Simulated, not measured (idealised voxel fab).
Title: Process Module voxel gate over fins
It is cross-section cut that appears here, measuring 290 nm in width, its square cells being 5 nm in size.
A cross-section is a grid of square cells, given in bands from the top down. A band is one or more rows of cells.
The band entry comprises the height of the band's top followed by the height of its bottom, expressed in nm, and subsequently the band's materials from left to right, each stated together with its width in nm. Where a single material is marked with the word "edge to edge", that material fills the band from edge to edge. The word "air" represents empty space.
Counting heights begins at 0, where everything beneath is, in the wafer as received, one material. The lowest band has no bottom; it goes on downwards, as "from 0 down" shows.
The two numbers in a width such as "30 to 40" mark its ends across the band: the first belongs to the top row of cells, the second to the bottom row, and from each row to the next the width moves by the same amount.
"remained unchanged" for a step: no cell of the cross-section changed in that step.
"Fully sealed cavities": empty spaces of 8 cells or more with no open way to the top, each given as width x height at distance, distance from the left edge, all in nm.
It should be noted that, on the line of a given step, the content following the step's settings is a remark produced by the simulator itself with respect to that step.
On any step carrying a mask, the "overlay nm" setting, if present on the step's line, tells how far right of its planned place the mask lay; negative values point to the left.

The planned process steps are enumerated hereunder
| 1 | RECEIVE [material Si] |
| 2 | CONFORMAL_DEP [material SiN] [thk nm 10] |
| 3 | MASKED_ETCH [tone cover] [mask id FINS] [width nm 15] [pitch nm 40] [etch materials SiN] [depth nm 10] [overlay nm 0] |
| 4 | MASKED_ETCH [tone cover] [mask id FINS] [width nm 15] [pitch nm 40] [etch materials Si] [depth nm 30] [overlay nm 0] |
| 5 | FILL_DEP [material SiO2] [thk nm 5] |
| 6 | CMP [height nm 10] |
| 7 | SELECTIVE_ETCH [etch materials SiO2] [depth nm 25] |
| 8 | STRIP [etch materials SiN] |
| 9 | CONFORMAL_DEP [material HfO2] [thk nm 5] |
| 10 | CONFORMAL_DEP [material TiN] [thk nm 5] |
| 11 | CONFORMAL_DEP [material TiAl] [thk nm 5] |
| 12 | CONFORMAL_DEP [material TiN] [thk nm 5] |
| 13 | FILL_DEP [material W] [thk nm 10] |
| 14 | CMP [height nm 25] |
| 15 | CONFORMAL_DEP [material SiCN] [thk nm 10] |
The plan's step 3 width nm is the first wafer's value; the wafers differ in this setting and start identical.

The first of several wafers in cross-section, exactly as it reached us after step 1
> from 0 down | Si edge to edge
> Fully sealed cavities: none

Quick key for the table: a row per wafer, taken at the end of the module. For each material it tells you how many cells the wafer gained (+) or lost (-) since it came in, and the closed voids come after
width nm 15 | +70 HfO2 | -312 Si | +116 SiCN | +156 SiO2 | +67 TiAl | +134 TiN | +175 W | Fully sealed cavities: none
width nm 20 | +70 HfO2 | -300 Si | +116 SiCN | +150 SiO2 | +64 TiAl | +134 TiN | +172 W | Fully sealed cavities: none
width nm 25 | +70 HfO2 | -288 Si | +116 SiCN | +144 SiO2 | +64 TiAl | +131 TiN | +169 W | Fully sealed cavities: none
